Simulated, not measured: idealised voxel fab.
Process module under the name voxel fin reveal
The figure presents cross-section cut, which has a width of 245 nm and is divided into square cells with an edge length of 5 nm.
How to read a cross-section here: the picture is a grid of square cells, written as bands going from the top down, and any band can span one or more rows of cells.
For a band, the entry starts with two heights in nm, that of the top and then that of the bottom, and carries on with the band's materials in order from left to right, each alongside its width in nm; the word "full width" beside a single material means it fills the band edge to edge, and "blank" means empty space.
Note: height 0 marks the level under which the wafer is uniformly one material as received. Lowest band unbounded below, written "0 down".
The two numbers in a width such as "30 to 40" mark its ends across the band: the first belongs to the top row of cells, the second to the bottom row, and from each row to the next the width moves by the same amount.
Where a step carries "nothing changed", the cross-section came out of it unchanged, cell for cell.
The entry "Voids, enclosed" lists the empty spaces that cover at least 8 cells and have no open path to the top. Each is written as width x height at distance, where the distance is measured from the left edge and all three values are in nm.
Anything after a step's settings on that line? It's the simulator's own note about the step.
The "overlay nm" setting may appear on a step's line; for a step that uses a mask, it gives how far to the right of its planned position the mask lay, and a negative value indicates the left.
## plan
step 1: RECEIVE, material Si
step 2: CONFORMAL_DEP, material SiN, thk nm 10
step 3: MASKED_ETCH, tone cover, mask id FINS, width nm 15, pitch nm 40, etch materials SiN, depth nm 10, overlay nm 0
step 4: MASKED_ETCH, tone cover, mask id FINS, width nm 15, pitch nm 40, etch materials Si, depth nm 35, overlay nm 0
step 5: OXIDIZE, depth nm 5
step 6: FILL_DEP, material SiO2, thk nm 15
step 7: CMP, height nm 10
step 8: SELECTIVE_ETCH, etch materials SiO2, depth nm 30
step 9: STRIP, etch materials SiN
## Delivered wafer in cross-section: state after step 1
0 down: Si full width
Voids, enclosed: none
## Cross-sectional view of the first of the two wafers upon completion of the module, processed in accordance with the plan
0 to -20: 100 nm blank  5 nm Si  35 nm blank  5 nm Si  100 nm blank
-20 to -40: 100 nm SiO2  5 nm Si  35 nm SiO2  5 nm Si  100 nm SiO2
-40 down: Si full width
Voids, enclosed: none
## Cross-section at end of module for the second wafer of two, which matched the first in starting point and plan and differed by one mistake in its processing
0 to -5: 100 nm blank  5 nm Si  35 nm blank  5 nm Si  100 nm blank
-5 to -20: 95 nm blank  15 nm Si  25 nm blank  15 nm Si  95 nm blank
-20 to -40: 95 nm SiO2  15 nm Si  25 nm SiO2  15 nm Si  95 nm SiO2
-40 down: Si full width
Voids, enclosed: none
The plan and the run diverged here: note that step 4 departed from the planned setting and was carried out as MASKED_ETCH, tone cover, mask id FINS, width nm 25, pitch nm 40, etch materials Si, depth nm 35, overlay nm 0
Wrapping up, a cell-based count of both wafers puts the second over or under the first for these materials: Si: 28 more, SiO2: 16 fewer
